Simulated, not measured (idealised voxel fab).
The following is a process module called voxel transistor to metal.
The cross-section shown here is cut; it is 200 nm wide and divided into square cells measuring 5 nm on a side.
Cross-section spec: square-cell grid; bands listed top down; each band is one or more rows.
This entry defines a band. It first specifies the height of the band's top and the height of its bottom in nm, and then specifies the band's materials from left to right, stating each material with its width in nm. The word "everywhere" identifies a single material that fills the band from edge to edge, while the word "blank" identifies empty space.
We count height from 0. Below that, the starting wafer is all one material. The lowest band never ends at the bottom but goes on down; see "from 0 down" for how that is written.
Quick explanation for "30 to 40": the width changes in equal steps down the rows of cells, from the first number in the band's top row to the second number in its bottom row.
"nothing was modified" -> step changed no cross-section cell.
You'll see "Unvented internal voids" listing empty spaces that have no way open to the top, as long as they're 8 cells or more; the notation is width x height at distance, where the distance is from the left edge, and all of it is in nm.
Formally, on a step line, whatever follows the settings is a remark that the simulator itself makes on the step.
If you see "overlay nm" on a step's line and that step has a mask, it's telling you how far right of where it was planned the mask ended up; a negative number means it went left instead.
Reading key. Pairs: pre-step and post-step cross-section, one process step apart; post-step view only to lowest changed band. Step between + settings: beneath pair. Runs: pairs may be from different runs of this module, same starting wafer. Continuation from pair above: only where "Ex-ante state" entry says.
## Ex-ante state
    from 35 to 20  45 of SiO2, then 15 of blank, then 75 of SiO2, then 15 of blank, then 50 of SiO2
    from 20 to 5  45 of SiO2, then 15 of blank, then 15 of SiO2, then 5 of SiN, then 5 of HfO2, then 5 of TiN, then 15 of W, then 5 of TiN, then 5 of HfO2, then 5 of SiN, then 15 of SiO2, then 15 of blank, then 50 of SiO2
    from 5 to 0  45 of SiO2, then 15 of blank, then 15 of SiO2, then 5 of SiN, then 5 of HfO2, then 25 of TiN, then 5 of HfO2, then 5 of SiN, then 15 of SiO2, then 15 of blank, then 50 of SiO2
    from 0 to -5  35 of SiO2, then 40 of nSi, then 45 of HfO2, then 40 of nSi, then 40 of SiO2
    from -5 to -70  40 of SiO2, then 115 of Si, then 45 of SiO2
    from -70 down  Si everywhere
    Unvented internal voids: none
## Post-Process View
    from 40 to 35  50 of TiN, then 5 of blank, then 85 of TiN, then 5 of blank, then 55 of TiN
    from 35 to 20  45 of SiO2, then 5 of TiN, then 5 of blank, then 5 of TiN, then 75 of SiO2, then 5 of TiN, then 5 of blank, then 5 of TiN, then 50 of SiO2
    from 20 to 5  45 of SiO2, then 5 of TiN, then 5 of blank, then 5 of TiN, then 15 of SiO2, then 5 of SiN, then 5 of HfO2, then 5 of TiN, then 15 of W, then 5 of TiN, then 5 of HfO2, then 5 of SiN, then 15 of SiO2, then 5 of TiN, then 5 of blank, then 5 of TiN, then 50 of SiO2
    from 5 to 0  45 of SiO2, then 15 of TiN, then 15 of SiO2, then 5 of SiN, then 5 of HfO2, then 25 of TiN, then 5 of HfO2, then 5 of SiN, then 15 of SiO2, then 15 of TiN, then 50 of SiO2
    Beneath the level 0, the cross-section is identical to its previous state.
    Unvented internal voids: none
Between before and after, shown above: CONFORMAL_DEP [material TiN] [thk nm 5]
Ex-ante state: unchanged from the after cross-section in the pair immediately above; refer to that figure.
## Post-Process View
    from 45 to 40  W everywhere
    from 40 to 35  50 of TiN, then 5 of W, then 85 of TiN, then 5 of W, then 55 of TiN
    from 35 to 20  45 of SiO2, then 5 of TiN, then 5 of W, then 5 of TiN, then 75 of SiO2, then 5 of TiN, then 5 of W, then 5 of TiN, then 50 of SiO2
    from 20 to 5  45 of SiO2, then 5 of TiN, then 5 of W, then 5 of TiN, then 15 of SiO2, then 5 of SiN, then 5 of HfO2, then 5 of TiN, then 15 of W, then 5 of TiN, then 5 of HfO2, then 5 of SiN, then 15 of SiO2, then 5 of TiN, then 5 of W, then 5 of TiN, then 50 of SiO2
    Beneath the level 5, the cross-section is identical to its previous state.
    Unvented internal voids: none
Between before and after, shown above: FILL_DEP [material W] [thk nm 5]
Ex-ante state: unchanged from the after cross-section in the pair immediately above; refer to that figure.
## Post-Process View
    from 35 to 20  45 of SiO2, then 5 of TiN, then 5 of W, then 5 of TiN, then 75 of SiO2, then 5 of TiN, then 5 of W, then 5 of TiN, then 50 of SiO2
    Beneath the level 20, the cross-section is identical to its previous state.
    Unvented internal voids: none
Between before and after, shown above: CMP [height nm 35]
Ex-ante state: unchanged from the after cross-section in the pair immediately above; refer to that figure.
## Post-Process View
    from 40 to 35  SiCN everywhere
    Beneath the level 35, the cross-section is identical to its previous state.
    Unvented internal voids: none
Between before and after, shown above: CONFORMAL_DEP [material SiCN] [thk nm 5]
Ex-ante state: unchanged from the after cross-section in the pair immediately above; refer to that figure.
## Post-Process View
    from 65 to 40  SiO2 everywhere
    Beneath the level 40, the cross-section is identical to its previous state.
    Unvented internal voids: none
Between before and after, shown above: DIRECTIONAL_DEP [material SiO2] [thk nm 25]
Ex-ante state: unchanged from the after cross-section in the pair immediately above; refer to that figure.
## Post-Process View
    from 80 to 65  aC everywhere
    Beneath the level 65, the cross-section is identical to its previous state.
    Unvented internal voids: none
Between before and after, shown above: DIRECTIONAL_DEP [material aC] [thk nm 15]
Ex-ante state: unchanged from the after cross-section in the pair immediately above; refer to that figure.
## Post-Process View
    from 110 to 80  45 of resist, then 15 of blank, then 75 of resist, then 15 of blank, then 50 of resist
    Beneath the level 80, the cross-section is identical to its previous state.
    Unvented internal voids: none
Between before and after, shown above: PATTERN [tone open] [mask id METAL_1] [material resist] [width nm 15] [pitch nm 90] [thk nm 30] [overlay nm 0]
Ex-ante state: unchanged from the after cross-section in the pair immediately above; refer to that figure.
## Post-Process View
    from 95 to 80  45 of resist, then 15 of blank, then 75 of resist, then 15 of blank, then 50 of resist
    from 80 to 65  45 of aC, then 15 of blank, then 75 of aC, then 15 of blank, then 50 of aC
    Beneath the level 65, the cross-section is identical to its previous state.
    Unvented internal voids: none
Between before and after, shown above: DIRECTIONAL_ETCH [etch materials aC] [depth nm 15]
Ex-ante state: unchanged from the after cross-section in the pair immediately above; refer to that figure.
## Post-Process View
    from 80 to 65  45 of aC, then 15 of blank, then 75 of aC, then 15 of blank, then 50 of aC
    Beneath the level 65, the cross-section is identical to its previous state.
    Unvented internal voids: none
Between before and after, shown above: STRIP [etch materials resist]
Ex-ante state: unchanged from the after cross-section in the pair immediately above; refer to that figure.
## Post-Process View
    from 80 to 65  45 of aC, then 15 of blank, then 75 of aC, then 15 of blank, then 50 of aC
    from 65 to 40  45 of SiO2, then 15 of blank, then 75 of SiO2, then 15 of blank, then 50 of SiO2
    Beneath the level 40, the cross-section is identical to its previous state.
    Unvented internal voids: none
Between before and after, shown above: DIRECTIONAL_ETCH [etch materials SiO2] [depth nm 25]
Ex-ante state: unchanged from the after cross-section in the pair immediately above; refer to that figure.
## Post-Process View
    from 80 to 65  45 of aC, then 15 of blank, then 75 of aC, then 15 of blank, then 50 of aC
    from 65 to 40  45 of SiO2, then 15 of blank, then 75 of SiO2, then 15 of blank, then 50 of SiO2
    from 40 to 35  45 of SiCN, then 15 of blank, then 75 of SiCN, then 15 of blank, then 50 of SiCN
    Beneath the level 35, the cross-section is identical to its previous state.
    Unvented internal voids: none
Between before and after, shown above: DIRECTIONAL_ETCH [etch materials SiCN] [depth nm 5]
Ex-ante state: unchanged from the after cross-section in the pair immediately above; refer to that figure.
## Post-Process View
    from 65 to 40  45 of SiO2, then 15 of blank, then 75 of SiO2, then 15 of blank, then 50 of SiO2
    Beneath the level 40, the cross-section is identical to its previous state.
    Unvented internal voids: none
Between before and after, shown above: STRIP [etch materials aC]
Ex-ante state: unchanged from the after cross-section in the pair immediately above; refer to that figure.
## Post-Process View
    from 70 to 65  50 of TiN, then 5 of blank, then 85 of TiN, then 5 of blank, then 55 of TiN
    from 65 to 40  45 of SiO2, then 5 of TiN, then 5 of blank, then 5 of TiN, then 75 of SiO2, then 5 of TiN, then 5 of blank, then 5 of TiN, then 50 of SiO2
    from 40 to 35  45 of SiCN, then 15 of TiN, then 75 of SiCN, then 15 of TiN, then 50 of SiCN
    Beneath the level 35, the cross-section is identical to its previous state.
    Unvented internal voids: none
Between before and after, shown above: CONFORMAL_DEP [material TiN] [thk nm 5]
Ex-ante state: unchanged from the after cross-section in the pair immediately above; refer to that figure.
## Post-Process View
    from 75 to 70  Cu everywhere
    from 70 to 65  50 of TiN, then 5 of Cu, then 85 of TiN, then 5 of Cu, then 55 of TiN
    from 65 to 40  45 of SiO2, then 5 of TiN, then 5 of Cu, then 5 of TiN, then 75 of SiO2, then 5 of TiN, then 5 of Cu, then 5 of TiN, then 50 of SiO2
    Beneath the level 40, the cross-section is identical to its previous state.
    Unvented internal voids: none
Between before and after, shown above: FILL_DEP [material Cu] [thk nm 5]
Ex-ante state: unchanged from the after cross-section in the pair immediately above; refer to that figure.
## Post-Process View
    from 65 to 40  45 of SiO2, then 5 of TiN, then 5 of Cu, then 5 of TiN, then 75 of SiO2, then 5 of TiN, then 5 of Cu, then 5 of TiN, then 50 of SiO2
    Beneath the level 40, the cross-section is identical to its previous state.
    Unvented internal voids: none
Between before and after, shown above: CMP [height nm 65]
Ex-ante state: unchanged from the after cross-section in the pair immediately above; refer to that figure.
## Post-Process View
    from 70 to 65  SiCN everywhere
    Beneath the level 65, the cross-section is identical to its previous state.
    Unvented internal voids: none
Between before and after, shown above: CONFORMAL_DEP [material SiCN] [thk nm 5]
Ex-ante state: unchanged from the after cross-section in the pair immediately above; refer to that figure.
## Post-Process View
    from 100 to 70  SiO2 everywhere
    Beneath the level 70, the cross-section is identical to its previous state.
    Unvented internal voids: none
Between before and after, shown above: DIRECTIONAL_DEP [material SiO2] [thk nm 30]
Ex-ante state: unchanged from the after cross-section in the pair immediately above; refer to that figure.
## Post-Process View
    from 120 to 100  45 of resist, then 15 of blank, then 75 of resist, then 15 of blank, then 50 of resist
    Beneath the level 100, the cross-section is identical to its previous state.
    Unvented internal voids: none
Between before and after, shown above: PATTERN [tone open] [mask id METAL_2] [material resist] [width nm 15] [pitch nm 90] [thk nm 20] [overlay nm 0]
Ex-ante state: unchanged from the after cross-section in the pair immediately above; refer to that figure.
## Post-Process View
    from 120 to 100  45 of resist, then 15 of blank, then 75 of resist, then 15 of blank, then 50 of resist
    from 100 to 80  45 of SiO2, then 15 of blank, then 75 of SiO2, then 15 of blank, then 50 of SiO2
    Beneath the level 80, the cross-section is identical to its previous state.
    Unvented internal voids: none
Between before and after, shown above: DIRECTIONAL_ETCH [etch materials SiO2] [depth nm 20]
Ex-ante state: unchanged from the after cross-section in the pair immediately above; refer to that figure.
## Post-Process View
    from 100 to 80  45 of SiO2, then 15 of blank, then 75 of SiO2, then 15 of blank, then 50 of SiO2
    Beneath the level 80, the cross-section is identical to its previous state.
    Unvented internal voids: none
Between before and after, shown above: STRIP [etch materials resist]
Ex-ante state: unchanged from the after cross-section in the pair immediately above; refer to that figure.
## Post-Process View
    from 100 to 70  45 of SiO2, then 15 of blank, then 75 of SiO2, then 15 of blank, then 50 of SiO2
    Beneath the level 70, the cross-section is identical to its previous state.
    Unvented internal voids: none
Between before and after, shown above: MASKED_ETCH [tone open] [mask id METAL_2_HOLES] [width nm 15] [pitch nm 90] [etch materials SiO2] [depth nm 10] [overlay nm 0]
Ex-ante state: unchanged from the after cross-section in the pair immediately above; refer to that figure.
## Post-Process View
    from 100 to 70  45 of SiO2, then 15 of blank, then 75 of SiO2, then 15 of blank, then 50 of SiO2
    from 70 to 65  45 of SiCN, then 15 of blank, then 75 of SiCN, then 15 of blank, then 50 of SiCN
    Beneath the level 65, the cross-section is identical to its previous state.
    Unvented internal voids: none
Between before and after, shown above: MASKED_ETCH [tone open] [mask id METAL_2_HOLES] [width nm 15] [pitch nm 90] [etch materials SiCN] [depth nm 5] [overlay nm 0]
Ex-ante state: unchanged from the after cross-section in the pair immediately above; refer to that figure.
## Post-Process View
    from 105 to 100  50 of TiN, then 5 of blank, then 85 of TiN, then 5 of blank, then 55 of TiN
    from 100 to 70  45 of SiO2, then 5 of TiN, then 5 of blank, then 5 of TiN, then 75 of SiO2, then 5 of TiN, then 5 of blank, then 5 of TiN, then 50 of SiO2
    from 70 to 65  45 of SiCN, then 15 of TiN, then 75 of SiCN, then 15 of TiN, then 50 of SiCN
    Beneath the level 65, the cross-section is identical to its previous state.
    Unvented internal voids: none
Between before and after, shown above: CONFORMAL_DEP [material TiN] [thk nm 5]
Ex-ante state: unchanged from the after cross-section in the pair immediately above; refer to that figure.
## Post-Process View
    from 115 to 105  Ru everywhere
    from 105 to 100  50 of TiN, then 5 of Ru, then 85 of TiN, then 5 of Ru, then 55 of TiN
    from 100 to 70  45 of SiO2, then 5 of TiN, then 5 of Ru, then 5 of TiN, then 75 of SiO2, then 5 of TiN, then 5 of Ru, then 5 of TiN, then 50 of SiO2
    Beneath the level 70, the cross-section is identical to its previous state.
    Unvented internal voids: none
Between before and after, shown above: FILL_DEP [material Ru] [thk nm 10]
Ex-ante state: unchanged from the after cross-section in the pair immediately above; refer to that figure.
## Post-Process View
    from 100 to 70  45 of SiO2, then 5 of TiN, then 5 of Ru, then 5 of TiN, then 75 of SiO2, then 5 of TiN, then 5 of Ru, then 5 of TiN, then 50 of SiO2
    Beneath the level 70, the cross-section is identical to its previous state.
    Unvented internal voids: none
Between before and after, shown above: CMP [height nm 100]
Ex-ante state: unchanged from the after cross-section in the pair immediately above; refer to that figure.
## Post-Process View
    from 105 to 100  SiCN everywhere
    Beneath the level 100, the cross-section is identical to its previous state.
    Unvented internal voids: none
Between before and after, shown above: CONFORMAL_DEP [material SiCN] [thk nm 5]
## Ex-ante state
    from 30 to 25  70 of blank, then 15 of TiN, then 25 of blank, then 15 of TiN, then 75 of blank
    from 25 to 20  75 of TiN, then 5 of SiN, then 5 of TiN, then 25 of blank, then 5 of TiN, then 5 of SiN, then 80 of TiN
    from 20 to 0  75 of SiO2, then 5 of SiN, then 5 of TiN, then 25 of blank, then 5 of TiN, then 5 of SiN, then 80 of SiO2
    from 0 to -5  35 of SiO2, then 40 of nSi, then 45 of TiN, then 40 of nSi, then 40 of SiO2
    from -5 to -35  40 of SiO2, then 115 of Si, then 45 of SiO2
    from -35 down  Si everywhere
    Unvented internal voids: none
## Post-Process View
    from 35 to 30  65 of blank, then 25 of HfO2, then 15 of blank, then 25 of HfO2, then 70 of blank
    from 30 to 25  70 of HfO2, then 15 of TiN, then 5 of HfO2, then 15 of blank, then 5 of HfO2, then 15 of TiN, then 75 of HfO2
    from 25 to 20  75 of TiN, then 5 of SiN, then 5 of TiN, then 5 of HfO2, then 15 of blank, then 5 of HfO2, then 5 of TiN, then 5 of SiN, then 80 of TiN
    from 20 to 5  75 of SiO2, then 5 of SiN, then 5 of TiN, then 5 of HfO2, then 15 of blank, then 5 of HfO2, then 5 of TiN, then 5 of SiN, then 80 of SiO2
    from 5 to 0  75 of SiO2, then 5 of SiN, then 5 of TiN, then 25 of HfO2, then 5 of TiN, then 5 of SiN, then 80 of SiO2
    Beneath the level 0, the cross-section is identical to its previous state.
    Unvented internal voids: none
Between before and after, shown above: CONFORMAL_DEP [material HfO2] [thk nm 5]
Ex-ante state: unchanged from the after cross-section in the pair immediately above; refer to that figure.
## Post-Process View
    from 40 to 35  W everywhere
    from 35 to 30  65 of W, then 25 of HfO2, then 15 of W, then 25 of HfO2, then 70 of W
    from 30 to 25  70 of HfO2, then 15 of TiN, then 5 of HfO2, then 15 of W, then 5 of HfO2, then 15 of TiN, then 75 of HfO2
    from 25 to 20  75 of TiN, then 5 of SiN, then 5 of TiN, then 5 of HfO2, then 15 of W, then 5 of HfO2, then 5 of TiN, then 5 of SiN, then 80 of TiN
    from 20 to 5  75 of SiO2, then 5 of SiN, then 5 of TiN, then 5 of HfO2, then 15 of W, then 5 of HfO2, then 5 of TiN, then 5 of SiN, then 80 of SiO2
    Beneath the level 5, the cross-section is identical to its previous state.
    Unvented internal voids: none
Between before and after, shown above: FILL_DEP [material W] [thk nm 5]
Ex-ante state: unchanged from the after cross-section in the pair immediately above; refer to that figure.
## Post-Process View
    from 20 to 5  75 of SiO2, then 5 of SiN, then 5 of TiN, then 5 of HfO2, then 15 of W, then 5 of HfO2, then 5 of TiN, then 5 of SiN, then 80 of SiO2
    Beneath the level 5, the cross-section is identical to its previous state.
    Unvented internal voids: none
Between before and after, shown above: CMP [height nm 20]
Ex-ante state: unchanged from the after cross-section in the pair immediately above; refer to that figure.
## Post-Process View
    from 35 to 20  SiO2 everywhere
    Beneath the level 20, the cross-section is identical to its previous state.
    Unvented internal voids: none
Between before and after, shown above: DIRECTIONAL_DEP [material SiO2] [thk nm 15]
Ex-ante state: unchanged from the after cross-section in the pair immediately above; refer to that figure.
## Post-Process View
    from 45 to 35  aC everywhere
    Beneath the level 35, the cross-section is identical to its previous state.
    Unvented internal voids: none
Between before and after, shown above: DIRECTIONAL_DEP [material aC] [thk nm 10]
Ex-ante state: unchanged from the after cross-section in the pair immediately above; refer to that figure.
## Post-Process View
    from 70 to 45  45 of resist, then 15 of blank, then 75 of resist, then 15 of blank, then 50 of resist
    Beneath the level 45, the cross-section is identical to its previous state.
    Unvented internal voids: none
Between before and after, shown above: PATTERN [tone open] [mask id CONTACT] [material resist] [width nm 15] [pitch nm 90] [thk nm 25] [overlay nm 0]
Ex-ante state: unchanged from the after cross-section in the pair immediately above; refer to that figure.
## Post-Process View
    from 60 to 45  45 of resist, then 15 of blank, then 75 of resist, then 15 of blank, then 50 of resist
    from 45 to 35  45 of aC, then 15 of blank, then 75 of aC, then 15 of blank, then 50 of aC
    Beneath the level 35, the cross-section is identical to its previous state.
    Unvented internal voids: none
Between before and after, shown above: DIRECTIONAL_ETCH [etch materials aC] [depth nm 10]
Ex-ante state: unchanged from the after cross-section in the pair immediately above; refer to that figure.
## Post-Process View
    from 45 to 35  45 of aC, then 15 of blank, then 75 of aC, then 15 of blank, then 50 of aC
    Beneath the level 35, the cross-section is identical to its previous state.
    Unvented internal voids: none
Between before and after, shown above: STRIP [etch materials resist]
Ex-ante state: unchanged from the after cross-section in the pair immediately above; refer to that figure.
## Post-Process View
    from 45 to 35  45 of aC, then 15 of blank, then 75 of aC, then 15 of blank, then 50 of aC
    from 35 to 20  45 of SiO2, then 15 of blank, then 75 of SiO2, then 15 of blank, then 50 of SiO2
    from 20 to 5  45 of SiO2, then 15 of blank, then 15 of SiO2, then 5 of SiN, then 5 of TiN, then 5 of HfO2, then 15 of W, then 5 of HfO2, then 5 of TiN, then 5 of SiN, then 15 of SiO2, then 15 of blank, then 50 of SiO2
    from 5 to 0  45 of SiO2, then 15 of blank, then 15 of SiO2, then 5 of SiN, then 5 of TiN, then 25 of HfO2, then 5 of TiN, then 5 of SiN, then 15 of SiO2, then 15 of blank, then 50 of SiO2
    Beneath the level 0, the cross-section is identical to its previous state.
    Unvented internal voids: none
Between before and after, shown above: DIRECTIONAL_ETCH [etch materials SiO2] [depth nm 35]
Ex-ante state: unchanged from the after cross-section in the pair immediately above; refer to that figure.
## Post-Process View
    from 35 to 20  45 of SiO2, then 15 of blank, then 75 of SiO2, then 15 of blank, then 50 of SiO2
    Beneath the level 20, the cross-section is identical to its previous state.
    Unvented internal voids: none
Between before and after, shown above: STRIP [etch materials aC]
Ex-ante state: unchanged from the after cross-section in the pair immediately above; refer to that figure.
## Post-Process View
    from 40 to 35  50 of TiN, then 5 of blank, then 85 of TiN, then 5 of blank, then 55 of TiN
    from 35 to 20  45 of SiO2, then 5 of TiN, then 5 of blank, then 5 of TiN, then 75 of SiO2, then 5 of TiN, then 5 of blank, then 5 of TiN, then 50 of SiO2
    from 20 to 5  45 of SiO2, then 5 of TiN, then 5 of blank, then 5 of TiN, then 15 of SiO2, then 5 of SiN, then 5 of TiN, then 5 of HfO2, then 15 of W, then 5 of HfO2, then 5 of TiN, then 5 of SiN, then 15 of SiO2, then 5 of TiN, then 5 of blank, then 5 of TiN, then 50 of SiO2
    from 5 to 0  45 of SiO2, then 15 of TiN, then 15 of SiO2, then 5 of SiN, then 5 of TiN, then 25 of HfO2, then 5 of TiN, then 5 of SiN, then 15 of SiO2, then 15 of TiN, then 50 of SiO2
    Beneath the level 0, the cross-section is identical to its previous state.
    Unvented internal voids: none
Between before and after, shown above: CONFORMAL_DEP [material TiN] [thk nm 5]
Ex-ante state: unchanged from the after cross-section in the pair immediately above; refer to that figure.
## Post-Process View
    from 45 to 40  W everywhere
    from 40 to 35  50 of TiN, then 5 of W, then 85 of TiN, then 5 of W, then 55 of TiN
    from 35 to 20  45 of SiO2, then 5 of TiN, then 5 of W, then 5 of TiN, then 75 of SiO2, then 5 of TiN, then 5 of W, then 5 of TiN, then 50 of SiO2
    from 20 to 5  45 of SiO2, then 5 of TiN, then 5 of W, then 5 of TiN, then 15 of SiO2, then 5 of SiN, then 5 of TiN, then 5 of HfO2, then 15 of W, then 5 of HfO2, then 5 of TiN, then 5 of SiN, then 15 of SiO2, then 5 of TiN, then 5 of W, then 5 of TiN, then 50 of SiO2
    Beneath the level 5, the cross-section is identical to its previous state.
    Unvented internal voids: none
Between before and after, shown above: FILL_DEP [material W] [thk nm 5]
Ex-ante state: unchanged from the after cross-section in the pair immediately above; refer to that figure.
## Post-Process View
    from 35 to 20  45 of SiO2, then 5 of TiN, then 5 of W, then 5 of TiN, then 75 of SiO2, then 5 of TiN, then 5 of W, then 5 of TiN, then 50 of SiO2
    Beneath the level 20, the cross-section is identical to its previous state.
    Unvented internal voids: none
Between before and after, shown above: CMP [height nm 35]
Ex-ante state: unchanged from the after cross-section in the pair immediately above; refer to that figure.
## Post-Process View
    from 40 to 35  SiCN everywhere
    Beneath the level 35, the cross-section is identical to its previous state.
    Unvented internal voids: none
Between before and after, shown above: CONFORMAL_DEP [material SiCN] [thk nm 5]
Ex-ante state: unchanged from the after cross-section in the pair immediately above; refer to that figure.
## Post-Process View
    from 65 to 40  SiO2 everywhere
    Beneath the level 40, the cross-section is identical to its previous state.
    Unvented internal voids: none
Between before and after, shown above: DIRECTIONAL_DEP [material SiO2] [thk nm 25]
Ex-ante state: unchanged from the after cross-section in the pair immediately above; refer to that figure.
## Post-Process View
    from 80 to 65  aC everywhere
    Beneath the level 65, the cross-section is identical to its previous state.
    Unvented internal voids: none
Between before and after, shown above: DIRECTIONAL_DEP [material aC] [thk nm 15]
Ex-ante state: unchanged from the after cross-section in the pair immediately above; refer to that figure.
## Post-Process View
    from 110 to 80  45 of resist, then 15 of blank, then 75 of resist, then 15 of blank, then 50 of resist
    Beneath the level 80, the cross-section is identical to its previous state.
    Unvented internal voids: none
Between before and after, shown above: PATTERN [tone open] [mask id METAL_1] [material resist] [width nm 15] [pitch nm 90] [thk nm 30] [overlay nm 0]
Ex-ante state: unchanged from the after cross-section in the pair immediately above; refer to that figure.
## Post-Process View
    from 95 to 80  45 of resist, then 15 of blank, then 75 of resist, then 15 of blank, then 50 of resist
    from 80 to 65  45 of aC, then 15 of blank, then 75 of aC, then 15 of blank, then 50 of aC
    Beneath the level 65, the cross-section is identical to its previous state.
    Unvented internal voids: none
Between before and after, shown above: DIRECTIONAL_ETCH [etch materials aC] [depth nm 15]
Ex-ante state: unchanged from the after cross-section in the pair immediately above; refer to that figure.
## Post-Process View
    from 80 to 65  45 of aC, then 15 of blank, then 75 of aC, then 15 of blank, then 50 of aC
    Beneath the level 65, the cross-section is identical to its previous state.
    Unvented internal voids: none
Between before and after, shown above: STRIP [etch materials resist]
Ex-ante state: unchanged from the after cross-section in the pair immediately above; refer to that figure.
## Post-Process View
    from 80 to 65  45 of aC, then 15 of blank, then 75 of aC, then 15 of blank, then 50 of aC
    from 65 to 40  45 of SiO2, then 15 of blank, then 75 of SiO2, then 15 of blank, then 50 of SiO2
    Beneath the level 40, the cross-section is identical to its previous state.
    Unvented internal voids: none
Between before and after, shown above: DIRECTIONAL_ETCH [etch materials SiO2] [depth nm 25]
Ex-ante state: unchanged from the after cross-section in the pair immediately above; refer to that figure.
## Post-Process View
    from 80 to 65  45 of aC, then 15 of blank, then 75 of aC, then 15 of blank, then 50 of aC
    from 65 to 40  45 of SiO2, then 15 of blank, then 75 of SiO2, then 15 of blank, then 50 of SiO2
    from 40 to 35  45 of SiCN, then 15 of blank, then 75 of SiCN, then 15 of blank, then 50 of SiCN
    Beneath the level 35, the cross-section is identical to its previous state.
    Unvented internal voids: none
Between before and after, shown above: DIRECTIONAL_ETCH [etch materials SiCN] [depth nm 5]
Ex-ante state: unchanged from the after cross-section in the pair immediately above; refer to that figure.
## Post-Process View
    from 65 to 40  45 of SiO2, then 15 of blank, then 75 of SiO2, then 15 of blank, then 50 of SiO2
    Beneath the level 40, the cross-section is identical to its previous state.
    Unvented internal voids: none
Between before and after, shown above: STRIP [etch materials aC]
Ex-ante state: unchanged from the after cross-section in the pair immediately above; refer to that figure.
## Post-Process View
    from 70 to 65  50 of TiN, then 5 of blank, then 85 of TiN, then 5 of blank, then 55 of TiN
    from 65 to 40  45 of SiO2, then 5 of TiN, then 5 of blank, then 5 of TiN, then 75 of SiO2, then 5 of TiN, then 5 of blank, then 5 of TiN, then 50 of SiO2
    from 40 to 35  45 of SiCN, then 15 of TiN, then 75 of SiCN, then 15 of TiN, then 50 of SiCN
    Beneath the level 35, the cross-section is identical to its previous state.
    Unvented internal voids: none
Between before and after, shown above: CONFORMAL_DEP [material TiN] [thk nm 5]
Ex-ante state: unchanged from the after cross-section in the pair immediately above; refer to that figure.
## Post-Process View
    from 75 to 70  Cu everywhere
    from 70 to 65  50 of TiN, then 5 of Cu, then 85 of TiN, then 5 of Cu, then 55 of TiN
    from 65 to 40  45 of SiO2, then 5 of TiN, then 5 of Cu, then 5 of TiN, then 75 of SiO2, then 5 of TiN, then 5 of Cu, then 5 of TiN, then 50 of SiO2
    Beneath the level 40, the cross-section is identical to its previous state.
    Unvented internal voids: none
Between before and after, shown above: FILL_DEP [material Cu] [thk nm 5]
Ex-ante state: unchanged from the after cross-section in the pair immediately above; refer to that figure.
## Post-Process View
    from 65 to 40  45 of SiO2, then 5 of TiN, then 5 of Cu, then 5 of TiN, then 75 of SiO2, then 5 of TiN, then 5 of Cu, then 5 of TiN, then 50 of SiO2
    Beneath the level 40, the cross-section is identical to its previous state.
    Unvented internal voids: none
Between before and after, shown above: CMP [height nm 65]
Ex-ante state: unchanged from the after cross-section in the pair immediately above; refer to that figure.
## Post-Process View
    from 70 to 65  SiCN everywhere
    Beneath the level 65, the cross-section is identical to its previous state.
    Unvented internal voids: none
Between before and after, shown above: CONFORMAL_DEP [material SiCN] [thk nm 5]
Ex-ante state: unchanged from the after cross-section in the pair immediately above; refer to that figure.
## Post-Process View
    from 100 to 70  SiO2 everywhere
    Beneath the level 70, the cross-section is identical to its previous state.
    Unvented internal voids: none
Between before and after, shown above: DIRECTIONAL_DEP [material SiO2] [thk nm 30]
Ex-ante state: unchanged from the after cross-section in the pair immediately above; refer to that figure.
## Post-Process View
    from 120 to 100  45 of resist, then 15 of blank, then 75 of resist, then 15 of blank, then 50 of resist
    Beneath the level 100, the cross-section is identical to its previous state.
    Unvented internal voids: none
Between before and after, shown above: PATTERN [tone open] [mask id METAL_2] [material resist] [width nm 15] [pitch nm 90] [thk nm 20] [overlay nm 0]
Ex-ante state: unchanged from the after cross-section in the pair immediately above; refer to that figure.
## Post-Process View
    from 120 to 100  45 of resist, then 15 of blank, then 75 of resist, then 15 of blank, then 50 of resist
    from 100 to 80  45 of SiO2, then 15 of blank, then 75 of SiO2, then 15 of blank, then 50 of SiO2
    Beneath the level 80, the cross-section is identical to its previous state.
    Unvented internal voids: none
Between before and after, shown above: DIRECTIONAL_ETCH [etch materials SiO2] [depth nm 20]
Ex-ante state: unchanged from the after cross-section in the pair immediately above; refer to that figure.
## Post-Process View
    from 100 to 80  45 of SiO2, then 15 of blank, then 75 of SiO2, then 15 of blank, then 50 of SiO2
    Beneath the level 80, the cross-section is identical to its previous state.
    Unvented internal voids: none
Between before and after, shown above: STRIP [etch materials resist]
Ex-ante state: unchanged from the after cross-section in the pair immediately above; refer to that figure.
## Post-Process View
    from 100 to 70  45 of SiO2, then 15 of blank, then 75 of SiO2, then 15 of blank, then 50 of SiO2
    Beneath the level 70, the cross-section is identical to its previous state.
    Unvented internal voids: none
Between before and after, shown above: MASKED_ETCH [tone open] [mask id METAL_2_HOLES] [width nm 15] [pitch nm 90] [etch materials SiO2] [depth nm 10] [overlay nm 0]
Ex-ante state: unchanged from the after cross-section in the pair immediately above; refer to that figure.
## Post-Process View
    from 100 to 70  45 of SiO2, then 15 of blank, then 75 of SiO2, then 15 of blank, then 50 of SiO2
    from 70 to 65  45 of SiCN, then 15 of blank, then 75 of SiCN, then 15 of blank, then 50 of SiCN
    Beneath the level 65, the cross-section is identical to its previous state.
    Unvented internal voids: none
Between before and after, shown above: MASKED_ETCH [tone open] [mask id METAL_2_HOLES] [width nm 15] [pitch nm 90] [etch materials SiCN] [depth nm 5] [overlay nm 0]
Ex-ante state: unchanged from the after cross-section in the pair immediately above; refer to that figure.
## Post-Process View
    from 105 to 100  50 of TiN, then 5 of blank, then 85 of TiN, then 5 of blank, then 55 of TiN
    from 100 to 70  45 of SiO2, then 5 of TiN, then 5 of blank, then 5 of TiN, then 75 of SiO2, then 5 of TiN, then 5 of blank, then 5 of TiN, then 50 of SiO2
    from 70 to 65  45 of SiCN, then 15 of TiN, then 75 of SiCN, then 15 of TiN, then 50 of SiCN
    Beneath the level 65, the cross-section is identical to its previous state.
    Unvented internal voids: none
Between before and after, shown above: CONFORMAL_DEP [material TiN] [thk nm 5]
Ex-ante state: unchanged from the after cross-section in the pair immediately above; refer to that figure.
## Post-Process View
    from 115 to 105  Ru everywhere
    from 105 to 100  50 of TiN, then 5 of Ru, then 85 of TiN, then 5 of Ru, then 55 of TiN
    from 100 to 70  45 of SiO2, then 5 of TiN, then 5 of Ru, then 5 of TiN, then 75 of SiO2, then 5 of TiN, then 5 of Ru, then 5 of TiN, then 50 of SiO2
    Beneath the level 70, the cross-section is identical to its previous state.
    Unvented internal voids: none
Between before and after, shown above: FILL_DEP [material Ru] [thk nm 10]
Ex-ante state: unchanged from the after cross-section in the pair immediately above; refer to that figure.
## Post-Process View
    from 100 to 70  45 of SiO2, then 5 of TiN, then 5 of Ru, then 5 of TiN, then 75 of SiO2, then 5 of TiN, then 5 of Ru, then 5 of TiN, then 50 of SiO2
    Beneath the level 70, the cross-section is identical to its previous state.
    Unvented internal voids: none
Between before and after, shown above: CMP [height nm 100]
